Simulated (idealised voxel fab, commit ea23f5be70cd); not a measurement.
Presented below is a process module, voxel lift off.
This is section cut - it's 205 nm across, gridded in 5 nm square cells.
Think of the cross-section as a grid of square cells. We describe it in bands, top to bottom, and each band covers one or more rows of those cells.
Top, bottom (nm), then materials left to right with widths (nm); lone material tagged "throughout" fills the whole band edge to edge; "empty" = empty space.
Heights are reckoned from 0. Under this level, the received wafer is all of one material. The bottommost band is open-ended downward, for example "0..down".
Top row gets the first number, bottom row gets the second, and each row in between changes by the same step: that is how a band width like "30->40" works.
Reading "nothing got changed" for a step: not a cell of the cross-section changed in it.
Each empty space that has no open way to the top and spans at least 8 cells appears under "Closed empty spaces" as width x height at distance, the distance counted from the left edge, all in nm.
On a step's line, text after the settings is the simulator commenting on that step.
"overlay nm" denotes, for a step that has a mask, the displacement of the mask to the right of its planned place, with negative values corresponding to the left.

**plan**
step 1: RECEIVE with material Si
step 2: CONFORMAL_DEP with material SiN, thk nm 5
step 3: PATTERN with tone open, mask id LINES, material resist, width nm 15, pitch nm 40, thk nm 25, overlay nm 0
step 4: DIRECTIONAL_DEP with material Ru, thk nm 15
step 5: STRIP with etch materials resist
step 6: CONFORMAL_DEP with material SiO2, thk nm 5

**Below: the first of two wafers, run as planned**

**Here's what the wafer looked like in cross-section when it arrived - that's after step 1**
> 0..down = Si throughout
> Closed empty spaces: none

**Wafer xsec, post step 2**
> 5..0 = SiN throughout
> Everything under 0 stays put, no change at all.

**Wafer xsec, post step 3**
> 30..5 = resist: 75 / empty: 15 / resist: 25 / empty: 15 / resist: 75
> Everything under 5 stays put, no change at all.

**Wafer xsec, post step 4**
> 45..30 = Ru: 75 / empty: 15 / Ru: 25 / empty: 15 / Ru: 75
> 30..20 = resist: 75 / empty: 15 / resist: 25 / empty: 15 / resist: 75
> 20..5 = resist: 75 / Ru: 15 / resist: 25 / Ru: 15 / resist: 75
> Everything under 5 stays put, no change at all.

**Wafer xsec, post step 5**
> 20..5 = empty: 75 / Ru: 15 / empty: 25 / Ru: 15 / empty: 75
> Everything under 5 stays put, no change at all.

**Wafer xsec, post step 6**
> 25..20 = empty: 70 / SiO2: 25 / empty: 15 / SiO2: 25 / empty: 70
> 20..10 = empty: 70 / SiO2: 5 / Ru: 15 / SiO2: 5 / empty: 15 / SiO2: 5 / Ru: 15 / SiO2: 5 / empty: 70
> 10..5 = SiO2: 75 / Ru: 15 / SiO2: 25 / Ru: 15 / SiO2: 75
> Everything under 5 stays put, no change at all.

**What follows concerns the second wafer, which started out like the first and was meant to follow the very same plan; one mistake crept in when it was run, but everything up to and including step 2 is the same as for the first wafer**

**Cross-section, second wafer, at the end time the plan gives for step 3**
> 30..5 = resist: 65 / empty: 15 / resist: 25 / empty: 15 / resist: 85
> Everything under 5 stays put, no change at all.

**Cross-section, second wafer, at the end time the plan gives for step 4**
> 45..30 = Ru: 65 / empty: 15 / Ru: 25 / empty: 15 / Ru: 85
> 30..20 = resist: 65 / empty: 15 / resist: 25 / empty: 15 / resist: 85
> 20..5 = resist: 65 / Ru: 15 / resist: 25 / Ru: 15 / resist: 85
> Everything under 5 stays put, no change at all.

**Cross-section, second wafer, at the end time the plan gives for step 5**
> 20..5 = empty: 65 / Ru: 15 / empty: 25 / Ru: 15 / empty: 85
> Everything under 5 stays put, no change at all.

**Cross-section, second wafer, at the end time the plan gives for step 6**
> 25..20 = empty: 60 / SiO2: 25 / empty: 15 / SiO2: 25 / empty: 80
> 20..10 = empty: 60 / SiO2: 5 / Ru: 15 / SiO2: 5 / empty: 15 / SiO2: 5 / Ru: 15 / SiO2: 5 / empty: 80
> 10..5 = SiO2: 65 / Ru: 15 / SiO2: 25 / Ru: 15 / SiO2: 85
> Everything under 5 stays put, no change at all.
Deviation from plan: step 3 deviated from plan and actually ran as PATTERN with tone open, mask id LINES, material resist, width nm 15, pitch nm 40, thk nm 25, overlay nm -10
Final wafers compared: equal cell tally per material, rearranged layout.
